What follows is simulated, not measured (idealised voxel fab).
Proc. module: voxel capacitor over wiring
Cross-section cut: width 155 nm, square cells of 5 nm.
Square cells in a grid make up a cross-section in this document, and the grid is given as bands, listed from the top down, each one or more rows of cells.
Top height, bottom height, nm. Materials left to right, width each, nm. Single material + "edge to edge" = fills band edge to edge. "empty" = empty.
Height reference: 0 = level under which incoming wafer is all one material. Lowest band: no bottom, runs on downward, e.g. "0 down".
The width entry "30..40" should be interpreted row by row: the top row of cells in the band takes the first number, the bottom row takes the second number, and the change between adjacent rows is uniform throughout.
You'll sometimes find "no change occurred" written for a step, and that's the way of saying that nowhere in the cross-section did a cell change during that step.
Look at "Sealed voids" for the closed voids: empty spaces with no open path to the top, sized 8 cells or up. Each is width x height at distance, distance from the left edge, all nm.
Note: text after step settings on the step line = simulator remark on that step.
What "overlay nm" on a step's line means: if the step has a mask, that mask lay this far to the right of its planned place, or, when the value is negative, to the left.

List of planned process steps
| 1 | RECEIVE,material Si |
| 2 | CONFORMAL_DEP,material SiO2,thk nm 15 |
| 3 | DIRECTIONAL_DEP,material TiN,thk nm 5 |
| 4 | DIRECTIONAL_DEP,material W,thk nm 15 |
| 5 | DIRECTIONAL_DEP,material aC,thk nm 10 |
| 6 | PATTERN,tone cover,mask id METAL_1,material resist,width nm 20,pitch nm 75,thk nm 25,overlay nm 0 |
| 7 | DIRECTIONAL_ETCH,etch materials aC,depth nm 10 |
| 8 | STRIP,etch materials resist |
| 9 | DIRECTIONAL_ETCH,etch materials W,depth nm 15 |
| 10 | DIRECTIONAL_ETCH,etch materials TiN,depth nm 5 |
| 11 | STRIP,etch materials aC |
| 12 | FILL_DEP,material SiO2,thk nm 10 |
| 13 | CMP,height nm 35 |
| 14 | CONFORMAL_DEP,material SiCN,thk nm 5 |
| 15 | DIRECTIONAL_DEP,material lowk,thk nm 20 |
| 16 | PATTERN,tone open,mask id PLUG_1,material resist,width nm 15,thk nm 15,overlay nm 0 |
| 17 | DIRECTIONAL_ETCH,etch materials lowk,depth nm 20 |
| 18 | DIRECTIONAL_ETCH,etch materials SiCN,depth nm 5 |
| 19 | STRIP,etch materials resist |
| 20 | EPI,material Ru,thk nm 10 |
| 21 | EPI,material Ru,thk nm 10 |
| 22 | EPI,material Ru,thk nm 5 |
| 23 | DIRECTIONAL_DEP,material TiN,thk nm 10 |
| 24 | DIRECTIONAL_DEP,material SiN,thk nm 5 |
| 25 | DIRECTIONAL_DEP,material TiN,thk nm 10 |
| 26 | MASKED_ETCH,tone cover,mask id UPPER_PLATE,width nm 60,etch materials TiN,depth nm 10,overlay nm 0 |
| 27 | MASKED_ETCH,tone cover,mask id UPPER_PLATE,width nm 60,etch materials SiN,depth nm 5,overlay nm 0 |
| 28 | MASKED_ETCH,tone cover,mask id LOWER_PLATE,width nm 70,etch materials TiN,depth nm 10,overlay nm 0 |
| 29 | FILL_DEP,material SiO2,thk nm 15 |
| 30 | CMP,height nm 95 |
| 31 | MASKED_ETCH,tone open,mask id PLUG_2,width nm 15,etch materials SiO2,depth nm 10,overlay nm 0 |
| 32 | CONFORMAL_DEP,material TiN,thk nm 5 |
| 33 | FILL_DEP,material Ru,thk nm 5 |
| 34 | CMP,height nm 95 |
| 35 | CONFORMAL_DEP,material SiN,thk nm 5 |
Keep in mind the plan's value for the thk nm of step 3 comes from the first wafer; the wafers don't share that setting, but they do share the same starting point.

The first of several wafers in cross-section, exactly as it reached us after step 1
    0 down: Si edge to edge
    Sealed voids: none

So in this table every wafer gets its own row, and what you see is where it stands at the end of the module: for each material, how many cells it picked up (+) or gave up (-) since we received it, and after that its closed voids
thk nm 5, +16 Ru, +28 SiCN, +43 SiN, +332 SiO2, +65 TiN, +24 W, +112 lowk, Sealed voids: none
thk nm 10, +16 Ru, +28 SiCN, +43 SiN, +309 SiO2, +96 TiN, +16 W, +112 lowk, Sealed voids: none
thk nm 15, +16 Ru, +28 SiCN, +43 SiN, +286 SiO2, +127 TiN, +8 W, +112 lowk, Sealed voids: none
thk nm 20, +16 Ru, +28 SiCN, +43 SiN, +263 SiO2, +158 TiN, +112 lowk, Sealed voids: none
